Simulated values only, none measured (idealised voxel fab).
Process module under the name voxel plated lines
Shown is cross-section cut, with a width of 225 nm and square cells of size 5 nm.
Throughout this document, each cross-section is represented as a grid of square cells and is presented as a sequence of bands enumerated from the top downward, where a band comprises one or more rows of cells. Heights first: top, then bottom, in nm. Then materials, left to right, each with a width in nm. "all across" on a single material: fills the band edge to edge. "air": empty space. Ref level 0: as-received wafer is one material below here. Bottom band extends down with no lower bound ("0 down"). Top row gets the first number, bottom row gets the second, and each row in between changes by the same step: that is how a band width like "30 to 40" works. Key: "no alterations made" - step with no changed cell in the cross-section. For the entry "closed voids", the listed items are empty spaces with no open way to the top whose size is 8 cells or more; each item follows the pattern width x height at distance, where distance is from the left edge and all three are in nm. On each step's line, the part that comes after the settings is the simulator's own comment on the step. The line of a step may include "overlay nm". On a step with a mask, this value is how far to the right of its planned place the mask lay. A negative value means the mask lay to the left.
-- List of planned process steps
1: RECEIVE with material Si
2: CONFORMAL_DEP with material Al2O3, thk nm 10
3: DIRECTIONAL_DEP with material TiN, thk nm 5
4: PATTERN with tone open, mask id LINES, material resist, width nm 25, pitch nm 55, thk nm 15, overlay nm 0
5: EPI with material Ru, thk nm 10
6: STRIP with etch materials resist
7: DIRECTIONAL_ETCH with etch materials TiN, depth nm 5
8: CONFORMAL_DEP with material SiO2, thk nm 10
-- Incoming wafer in cross-section (state: after step 1)
> 0 down  Si all across
> closed voids: none
-- Post-module cross-section: identical start and plan to those above, one misstep in execution
> 25 to 15  air 70  Ru 25  air 30  Ru 25  air 75
> 15 to 10  air 70  TiN 25  air 30  TiN 25  air 75
> 10 to 0  Al2O3 all across
> 0 down  Si all across
> closed voids: none
Diagnosis: step 8 in the plan did not get run; it was skipped
